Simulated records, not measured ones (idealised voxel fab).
process module | voxel gate over fins
FYI the section here is cut, 245 nm wide, cells are 5 nm squares.
For the purposes of this document, a cross-section shall be understood as a grid of square cells, specified as bands listed in top-to-bottom order, each band consisting of one or more rows of cells.
The entry gives the band's vertical extent as a top height and a bottom height in nm, then its horizontal make-up as materials from left to right, each with a width in nm. "empty" stands for empty space; a single material marked "all across" fills the band edge to edge.
Basically, 0 is our baseline, since under it the wafer straight out of the box is all one material. The bottom band has no lower end and keeps on going down, so it looks like "top 0, no bottom".
Quick explanation for "30..40": the width changes in equal steps down the rows of cells, from the first number in the band's top row to the second number in its bottom row.
Where the words "stayed the same" appear for a step, the cross-section shows no cell changed by that step; every cell remained as before.
"Enclosed voids" enumerates empty spaces isolated from the top, with no open way to it, that contain at least 8 cells, giving each as width x height at distance from the left edge, all three in nm.
Formally, on a step line, whatever follows the settings is a remark that the simulator itself makes on the step.
The setting "overlay nm" may be written on the line of a step. When the step uses a mask, the value reports how far to the right of the planned place the mask lay, and a negative value reports that it lay to the left.

PLANNED STEP LIST FOR THE PROCESS
| 1 | RECEIVE,material Si |
| 2 | CONFORMAL_DEP,material SiN,thk nm 10 |
| 3 | DIRECTIONAL_DEP,material aC,thk nm 10 |
| 4 | PATTERN,tone cover,mask id FINS,material resist,width nm 15,pitch nm 45,thk nm 30,overlay nm 0 |
| 5 | DIRECTIONAL_ETCH,etch materials aC,depth nm 10 |
| 6 | STRIP,etch materials resist |
| 7 | DIRECTIONAL_ETCH,etch materials SiN,depth nm 10 |
| 8 | DIRECTIONAL_ETCH,etch materials Si,depth nm 30 |
| 9 | STRIP,etch materials aC |
| 10 | FILL_DEP,material SiO2,thk nm 10 |
| 11 | CMP,height nm 10 |
| 12 | SELECTIVE_ETCH,etch materials SiO2,depth nm 20 |
| 13 | STRIP,etch materials SiN |
| 14 | CONFORMAL_DEP,material HfO2,thk nm 5 |
| 15 | CONFORMAL_DEP,material TiN,thk nm 5 |
| 16 | FILL_DEP,material W,thk nm 10 |
| 17 | CMP,height nm 15 |
| 18 | CONFORMAL_DEP,material SiCN,thk nm 5 |

FIRST OF TWO WAFERS: RUN AS PLANNED

CROSS-SECTION OF THE WAFER AT RECEIPT, WHICH IS THE CONDITION AFTER STEP 1
  top 0, no bottom: Si all across
  Enclosed voids: none

SO THIS IS THE WAFER CROSS-SECTION RIGHT AFTER STEP 2
  top 10, bottom 0: SiN all across
  All layers under 0 are left as they were.

SO THIS IS THE WAFER CROSS-SECTION RIGHT AFTER STEP 3
  top 20, bottom 10: aC all across
  All layers under 10 are left as they were.

SO THIS IS THE WAFER CROSS-SECTION RIGHT AFTER STEP 4
  top 50, bottom 20: empty=90  resist=15  empty=30  resist=15  empty=95
  All layers under 20 are left as they were.

SO THIS IS THE WAFER CROSS-SECTION RIGHT AFTER STEP 5
  top 40, bottom 20: empty=90  resist=15  empty=30  resist=15  empty=95
  top 20, bottom 10: empty=90  aC=15  empty=30  aC=15  empty=95
  All layers under 10 are left as they were.

SO THIS IS THE WAFER CROSS-SECTION RIGHT AFTER STEP 6
  top 20, bottom 10: empty=90  aC=15  empty=30  aC=15  empty=95
  All layers under 10 are left as they were.

SO THIS IS THE WAFER CROSS-SECTION RIGHT AFTER STEP 7
  top 20, bottom 10: empty=90  aC=15  empty=30  aC=15  empty=95
  top 10, bottom 0: empty=90  SiN=15  empty=30  SiN=15  empty=95
  All layers under 0 are left as they were.

SO THIS IS THE WAFER CROSS-SECTION RIGHT AFTER STEP 8
  top 20, bottom 10: empty=90  aC=15  empty=30  aC=15  empty=95
  top 10, bottom 0: empty=90  SiN=15  empty=30  SiN=15  empty=95
  top 0, bottom -30: empty=90  Si=15  empty=30  Si=15  empty=95
  All layers under -30 are left as they were.

SO THIS IS THE WAFER CROSS-SECTION RIGHT AFTER STEP 9
  top 10, bottom 0: empty=90  SiN=15  empty=30  SiN=15  empty=95
  All layers under 0 are left as they were.

SO THIS IS THE WAFER CROSS-SECTION RIGHT AFTER STEP 10
  top 20, bottom 10: SiO2 all across
  top 10, bottom 0: SiO2=90  SiN=15  SiO2=30  SiN=15  SiO2=95
  top 0, bottom -30: SiO2=90  Si=15  SiO2=30  Si=15  SiO2=95
  All layers under -30 are left as they were.

SO THIS IS THE WAFER CROSS-SECTION RIGHT AFTER STEP 11
  top 10, bottom 0: SiO2=90  SiN=15  SiO2=30  SiN=15  SiO2=95
  All layers under 0 are left as they were.

SO THIS IS THE WAFER CROSS-SECTION RIGHT AFTER STEP 12
  top 10, bottom 0: empty=90  SiN=15  empty=30  SiN=15  empty=95
  top 0, bottom -10: empty=90  Si=15  empty=30  Si=15  empty=95
  All layers under -10 are left as they were.

SO THIS IS THE WAFER CROSS-SECTION RIGHT AFTER STEP 13
  top 0, bottom -10: empty=90  Si=15  empty=30  Si=15  empty=95
  All layers under -10 are left as they were.

SO THIS IS THE WAFER CROSS-SECTION RIGHT AFTER STEP 14
  top 5, bottom 0: empty=85  HfO2=25  empty=20  HfO2=25  empty=90
  top 0, bottom -5: empty=85  HfO2=5  Si=15  HfO2=5  empty=20  HfO2=5  Si=15  HfO2=5  empty=90
  top -5, bottom -10: HfO2=90  Si=15  HfO2=30  Si=15  HfO2=95
  All layers under -10 are left as they were.

SO THIS IS THE WAFER CROSS-SECTION RIGHT AFTER STEP 15
  top 10, bottom 5: empty=80  TiN=35  empty=10  TiN=35  empty=85
  top 5, bottom 0: empty=80  TiN=5  HfO2=25  TiN=5  empty=10  TiN=5  HfO2=25  TiN=5  empty=85
  top 0, bottom -5: TiN=85  HfO2=5  Si=15  HfO2=5  TiN=20  HfO2=5  Si=15  HfO2=5  TiN=90
  All layers under -5 are left as they were.

SO THIS IS THE WAFER CROSS-SECTION RIGHT AFTER STEP 16
  top 20, bottom 10: W all across
  top 10, bottom 5: W=80  TiN=35  W=10  TiN=35  W=85
  top 5, bottom 0: W=80  TiN=5  HfO2=25  TiN=5  W=10  TiN=5  HfO2=25  TiN=5  W=85
  All layers under 0 are left as they were.

SO THIS IS THE WAFER CROSS-SECTION RIGHT AFTER STEP 17
  top 15, bottom 10: W all across
  All layers under 10 are left as they were.

SO THIS IS THE WAFER CROSS-SECTION RIGHT AFTER STEP 18
  top 20, bottom 15: SiCN all across
  All layers under 15 are left as they were.

IT IS TO BE NOTED THAT THE SECOND WAFER PROCEEDED FROM THE SAME INITIAL STATE AND ACCORDING TO THE SAME PLAN AS THE FIRST, ALTHOUGH ONE MISTAKE WAS COMMITTED IN ITS EXECUTION; THROUGH STEP 7, INCLUSIVE, THE TWO WAFERS SHARE AN IDENTICAL HISTORY

WHAT THE SECOND WAFER LOOKS LIKE IN CROSS-SECTION WHEN STEP 8 SHOULD HAVE WRAPPED UP
  top 20, bottom 10: empty=90  aC=15  empty=30  aC=15  empty=95
  top 10, bottom 0: empty=90  SiN=15  empty=30  SiN=15  empty=95
  top 0, bottom -60: empty=90  Si=15  empty=30  Si=15  empty=95
  All layers under -60 are left as they were.

WHAT THE SECOND WAFER LOOKS LIKE IN CROSS-SECTION WHEN STEP 9 SHOULD HAVE WRAPPED UP
  top 10, bottom 0: empty=90  SiN=15  empty=30  SiN=15  empty=95
  All layers under 0 are left as they were.

WHAT THE SECOND WAFER LOOKS LIKE IN CROSS-SECTION WHEN STEP 10 SHOULD HAVE WRAPPED UP
  top 20, bottom 10: SiO2 all across
  top 10, bottom 0: SiO2=90  SiN=15  SiO2=30  SiN=15  SiO2=95
  top 0, bottom -60: SiO2=90  Si=15  SiO2=30  Si=15  SiO2=95
  All layers under -60 are left as they were.

WHAT THE SECOND WAFER LOOKS LIKE IN CROSS-SECTION WHEN STEP 11 SHOULD HAVE WRAPPED UP
  top 10, bottom 0: SiO2=90  SiN=15  SiO2=30  SiN=15  SiO2=95
  All layers under 0 are left as they were.

WHAT THE SECOND WAFER LOOKS LIKE IN CROSS-SECTION WHEN STEP 12 SHOULD HAVE WRAPPED UP
  top 10, bottom 0: empty=90  SiN=15  empty=30  SiN=15  empty=95
  top 0, bottom -10: empty=90  Si=15  empty=30  Si=15  empty=95
  All layers under -10 are left as they were.

WHAT THE SECOND WAFER LOOKS LIKE IN CROSS-SECTION WHEN STEP 13 SHOULD HAVE WRAPPED UP
  top 0, bottom -10: empty=90  Si=15  empty=30  Si=15  empty=95
  All layers under -10 are left as they were.

WHAT THE SECOND WAFER LOOKS LIKE IN CROSS-SECTION WHEN STEP 14 SHOULD HAVE WRAPPED UP
  top 5, bottom 0: empty=85  HfO2=25  empty=20  HfO2=25  empty=90
  top 0, bottom -5: empty=85  HfO2=5  Si=15  HfO2=5  empty=20  HfO2=5  Si=15  HfO2=5  empty=90
  top -5, bottom -10: HfO2=90  Si=15  HfO2=30  Si=15  HfO2=95
  All layers under -10 are left as they were.

WHAT THE SECOND WAFER LOOKS LIKE IN CROSS-SECTION WHEN STEP 15 SHOULD HAVE WRAPPED UP
  top 10, bottom 5: empty=80  TiN=35  empty=10  TiN=35  empty=85
  top 5, bottom 0: empty=80  TiN=5  HfO2=25  TiN=5  empty=10  TiN=5  HfO2=25  TiN=5  empty=85
  top 0, bottom -5: TiN=85  HfO2=5  Si=15  HfO2=5  TiN=20  HfO2=5  Si=15  HfO2=5  TiN=90
  All layers under -5 are left as they were.

WHAT THE SECOND WAFER LOOKS LIKE IN CROSS-SECTION WHEN STEP 16 SHOULD HAVE WRAPPED UP
  top 20, bottom 10: W all across
  top 10, bottom 5: W=80  TiN=35  W=10  TiN=35  W=85
  top 5, bottom 0: W=80  TiN=5  HfO2=25  TiN=5  W=10  TiN=5  HfO2=25  TiN=5  W=85
  All layers under 0 are left as they were.

WHAT THE SECOND WAFER LOOKS LIKE IN CROSS-SECTION WHEN STEP 17 SHOULD HAVE WRAPPED UP
  top 15, bottom 10: W all across
  All layers under 10 are left as they were.

WHAT THE SECOND WAFER LOOKS LIKE IN CROSS-SECTION WHEN STEP 18 SHOULD HAVE WRAPPED UP
  top 20, bottom 15: SiCN all across
  All layers under 15 are left as they were.
Where did the run depart from the plan? step 8 in the plan was executed twice
End of process, cell counts, second wafer against first, materials with more or fewer: Si: 258 fewer | SiO2: 258 more
